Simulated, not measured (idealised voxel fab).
Module name: voxel tone inversion (process module)
Each square cell in cross-section cut measures 5 nm, and the section as a whole is 255 nm wide.
Cross-section format: a grid of square cells, given as bands from top to bottom; each band is one or more rows of cells. Basically the band line says how high the top is and how high the bottom is, in nm, and then what's in it from left to right, every material with its width in nm. Empty space shows up as "air", and if a single material carries "everywhere" it runs the full band edge to edge. A quick word on heights: they are counted from 0, and under that level the wafer as it came to us is one material throughout. The lowest band is different from the rest in having no bottom; it simply continues downward, written as in "0 down". It should be noted that a width expressed as "30 to 40" varies in equal increments from row to row of cells within the band, taking the value of the first number at the top row and that of the second number at the bottom row. "identical to before" for a step: no cell of the cross-section changed in that step. The list in "Voids, enclosed" covers empty spaces of 8 cells or more that cannot reach the top through any open way, and it gives each as width x height at distance; the distance is from the left edge, and width, height and distance are in nm. Read whatever lies past the settings on a step's line as the simulator's own remark about the step. overlay nm: how far to the right of its planned place the mask lay on this masked step (negative: to the left).

These are the steps we planned for the process
- 1: op RECEIVE | material Si
- 2: op CONFORMAL_DEP | material SiCN | thk nm 5
- 3: op DIRECTIONAL_DEP | material polySi | thk nm 15
- 4: op PATTERN | tone cover | mask id POSTS | material resist | width nm 25 | pitch nm 45 | thk nm 20 | overlay nm 0
- 5: op DIRECTIONAL_ETCH | etch materials polySi | depth nm 15
- 6: op STRIP | etch materials resist
- 7: op FILL_DEP | material lowk | thk nm 5
- 8: op CMP | height nm 20
- 9: op STRIP | etch materials polySi
- 10: op CONFORMAL_DEP | material TiN | thk nm 5
- 11: op FILL_DEP | material Ru | thk nm 10
- 12: op CMP | height nm 20
- 13: op CONFORMAL_DEP | material SiCN | thk nm 5

Cross-section of the incoming wafer, state after step 1
	0 down: Si everywhere
	Voids, enclosed: none

As-planned run: cross-section of the first of two wafers at end of module
	25 to 20: SiCN everywhere
	20 to 10: lowk 90 nm / TiN 5 nm / Ru 15 nm / TiN 5 nm / lowk 20 nm / TiN 5 nm / Ru 15 nm / TiN 5 nm / lowk 95 nm
	10 to 5: lowk 90 nm / TiN 25 nm / lowk 20 nm / TiN 25 nm / lowk 95 nm
	5 to 0: SiCN everywhere
	0 down: Si everywhere
	Voids, enclosed: none

Here's the second of our two wafers sectioned at module end. Same start as the first, same plan, but one mistake got made running it
	25 to 20: SiCN everywhere
	20 to 10: Ru 85 nm / TiN 5 nm / lowk 25 nm / TiN 5 nm / Ru 10 nm / TiN 5 nm / lowk 25 nm / TiN 5 nm / Ru 90 nm
	10 to 5: TiN 90 nm / lowk 25 nm / TiN 20 nm / lowk 25 nm / TiN 95 nm
	5 to 0: SiCN everywhere
	0 down: Si everywhere
	Voids, enclosed: none
What was the processing mistake? step 4 did not happen as planned, as run it was op PATTERN | tone open | mask id POSTS | material resist | width nm 25 | pitch nm 45 | thk nm 20 | overlay nm 0
Final wafer comparison in cells, second versus first, more or fewer per material: 62 more of Ru, 31 more of TiN, 93 fewer of lowk
